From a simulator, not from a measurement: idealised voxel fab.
process module | voxel self aligned vias
cross-section cut | 200 nm wide | cells 5 nm
A cross-section is a grid of square cells, given in bands from the top down. A band is one or more rows of cells.
Each band's line starts with the height of the band's top and of its bottom, in nm. Then come its materials from left to right, each with its width in nm. One material with "throughout" fills the band from edge to edge. "air" is empty space.
Height 0 is the level under which the wafer as received is all one material. The lowest band goes on downwards, as in "0 down".
A width such as "30 to 40" changes by the same amount from each row of cells to the next, from the band's top row to its bottom row.
"no change" after a step means that no cell of the cross-section changed.
closed voids: empty space of 8 cells or more with no open way to the top, each as width x height at its distance from the left edge, in nm
after a step's settings: what the simulator itself notes on the step
overlay nm, on a step with a mask: how far to the right of its planned place the mask lay; to the left if negative
plan
1 op RECEIVE | material Si
2 op CONFORMAL_DEP | material SiO2 | thk nm 15
3 op CONFORMAL_DEP | material SiCN | thk nm 5
4 op DIRECTIONAL_DEP | material SiO2 | thk nm 20
5 op DIRECTIONAL_DEP | material aC | thk nm 10
6 op PATTERN | tone open | mask id LINES | material resist | width nm 20 | pitch nm 65 | thk nm 25 | overlay nm 0
7 op DIRECTIONAL_ETCH | etch materials aC | depth nm 10
8 op STRIP | etch materials resist
9 op DIRECTIONAL_ETCH | etch materials SiO2 | depth nm 20
10 op STRIP | etch materials aC
11 op CONFORMAL_DEP | material TiN | thk nm 5
12 op FILL_DEP | material Ru | thk nm 5
13 op CMP | height nm 40
14 op SELECTIVE_ETCH | etch materials W Ru TiN | depth nm 10
15 op FILL_DEP | material SiN | thk nm 5
16 op CMP | height nm 30
17 op DIRECTIONAL_DEP | material SiO2 | thk nm 20
18 op PATTERN | tone open | mask id VIAS | material resist | width nm 40 | pitch nm 65 | thk nm 20 | overlay nm 0
19 op DIRECTIONAL_ETCH | etch materials SiO2 | depth nm 20
20 op DIRECTIONAL_ETCH | etch materials SiN | depth nm 10
21 op STRIP | etch materials resist
22 op CONFORMAL_DEP | material TiN | thk nm 5
23 op FILL_DEP | material W | thk nm 10
24 op CMP | height nm 60
25 op CONFORMAL_DEP | material SiN | thk nm 5
varied across the wafers: height nm of step 16. The plan shows the first wafer's value. All wafers start alike
first wafer as received, after step 1
  0 down: Si throughout
  closed voids: none
first wafer at the end, after step 25
  65 to 60: SiN throughout
  60 to 55: W throughout
  55 to 50: TiN 50 | W 30 | TiN 35 | W 30 | TiN 55
  50 to 35: SiO2 45 | TiN 5 | W 30 | TiN 5 | SiO2 25 | TiN 5 | W 30 | TiN 5 | SiO2 50
  35 to 30: SiO2 45 | TiN 40 | SiO2 25 | TiN 40 | SiO2 50
  30 to 25: SiO2 55 | TiN 5 | Ru 10 | TiN 5 | SiO2 45 | TiN 5 | Ru 10 | TiN 5 | SiO2 60
  25 to 20: SiO2 55 | TiN 20 | SiO2 45 | TiN 20 | SiO2 60
  20 to 15: SiCN throughout
  15 to 0: SiO2 throughout
  0 down: Si throughout
  closed voids: none
last wafer at the end
  65 to 60: SiN throughout
  60 to 45: SiO2 45 | TiN 5 | W 30 | TiN 5 | SiO2 25 | TiN 5 | W 30 | TiN 5 | SiO2 50
  45 to 40: SiN 45 | TiN 15 | W 10 | TiN 15 | SiN 25 | TiN 15 | W 10 | TiN 15 | SiN 50
  40 to 35: SiO2 55 | TiN 20 | SiO2 45 | TiN 20 | SiO2 60
  35 to 30: SiO2 55 | SiN 20 | SiO2 45 | SiN 20 | SiO2 60
  30 to 25: SiO2 55 | TiN 5 | Ru 10 | TiN 5 | SiO2 45 | TiN 5 | Ru 10 | TiN 5 | SiO2 60
  25 to 20: SiO2 55 | TiN 20 | SiO2 45 | TiN 20 | SiO2 60
  20 to 15: SiCN throughout
  15 to 0: SiO2 throughout
  0 down: Si throughout
  closed voids: none
each wafer at the end: cells of each material gained (+) or lost (-) since it was received, then its closed voids
height nm 30 | +4 Ru | +40 SiCN | +40 SiN | +280 SiO2 | +68 TiN | +88 W | closed voids: none
height nm 35 | +4 Ru | +40 SiCN | +40 SiN | +312 SiO2 | +72 TiN | +52 W | closed voids: none
height nm 40 | +4 Ru | +40 SiCN | +40 SiN | +344 SiO2 | +48 TiN | +44 W | closed voids: none
height nm 45 | +4 Ru | +40 SiCN | +72 SiN | +320 SiO2 | +44 TiN | +40 W | closed voids: none
